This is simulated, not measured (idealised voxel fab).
Process module heading - voxel gate over fins
Section shown: cut. Width: 150 nm. Cell size: 5 nm, square.
Cross-section, as written here: a square-cell grid given band by band from the top down, where a band holds one or more rows of cells. Look at the band entry: it leads with the top's height and the bottom's height in nm. Then it lists the materials left to right, with a width in nm for each. The word "everywhere" on a single material says that material fills the band edge to edge. The word "empty" is empty space. It should be noted that heights are counted from 0, beneath which the wafer as supplied is of one material throughout, and that the lowest band possesses no lower boundary but continues downward, as written in "0 and below". Width "30->40": first value at the band's top row of cells, second value at its bottom row, equal change from row to row. "nothing was modified" -> step changed no cross-section cell. If an empty space has no open way to the top and is at least 8 cells in size, "Cavities, sealed" lists it, written width x height at distance, where distance is measured from the left edge and every value is in nm. On a step's line, text after the settings is the simulator commenting on that step. On any step carrying a mask, the "overlay nm" setting, if present on the step's line, tells how far right of its planned place the mask lay; negative values point to the left.

[So here's the lineup of process steps we planned]
1. RECEIVE with material Si
2. CONFORMAL_DEP with material SiN, thk nm 10
3. DIRECTIONAL_DEP with material aC, thk nm 10
4. PATTERN with tone cover, mask id FINS, material resist, width nm 15, pitch nm 35, thk nm 25, overlay nm 0
5. DIRECTIONAL_ETCH with etch materials aC, depth nm 10
6. STRIP with etch materials resist
7. DIRECTIONAL_ETCH with etch materials SiN, depth nm 10
8. DIRECTIONAL_ETCH with etch materials Si, depth nm 35
9. STRIP with etch materials aC
10. FILL_DEP with material SiO2, thk nm 10
11. CMP with height nm 10
12. SELECTIVE_ETCH with etch materials SiO2, depth nm 20
13. STRIP with etch materials SiN
14. CONFORMAL_DEP with material HfO2, thk nm 5
15. CONFORMAL_DEP with material TiN, thk nm 5
16. FILL_DEP with material W, thk nm 15
17. CMP with height nm 20
18. CONFORMAL_DEP with material SiCN, thk nm 5

[Delivered wafer in cross-section: state after step 1]
0 and below: Si everywhere
Cavities, sealed: none

[End state of the module in cross-section, given the above starting point and plan and one mistake in execution]
25 down to 20: SiCN everywhere
20 down to 10: W everywhere
10 down to 5: TiN everywhere
5 down to 0: HfO2 (20); TiN (5); HfO2 (30); TiN (5); HfO2 (30); TiN (5); HfO2 (30); TiN (5); HfO2 (20)
0 down to -5: Si (15); HfO2 (5); TiN (5); HfO2 (5); Si (20); HfO2 (5); TiN (5); HfO2 (5); Si (20); HfO2 (5); TiN (5); HfO2 (5); Si (20); HfO2 (5); TiN (5); HfO2 (5); Si (15)
-5 down to -10: Si (15); HfO2 (15); Si (20); HfO2 (15); Si (20); HfO2 (15); Si (20); HfO2 (15); Si (15)
-10 down to -35: Si (15); SiO2 (15); Si (20); SiO2 (15); Si (20); SiO2 (15); Si (20); SiO2 (15); Si (15)
-35 and below: Si everywhere
Cavities, sealed: none
In executing the process, a mistake was made relative to the plan: contrary to plan, step 4 was performed as PATTERN with tone open, mask id FINS, material resist, width nm 15, pitch nm 35, thk nm 25, overlay nm 0
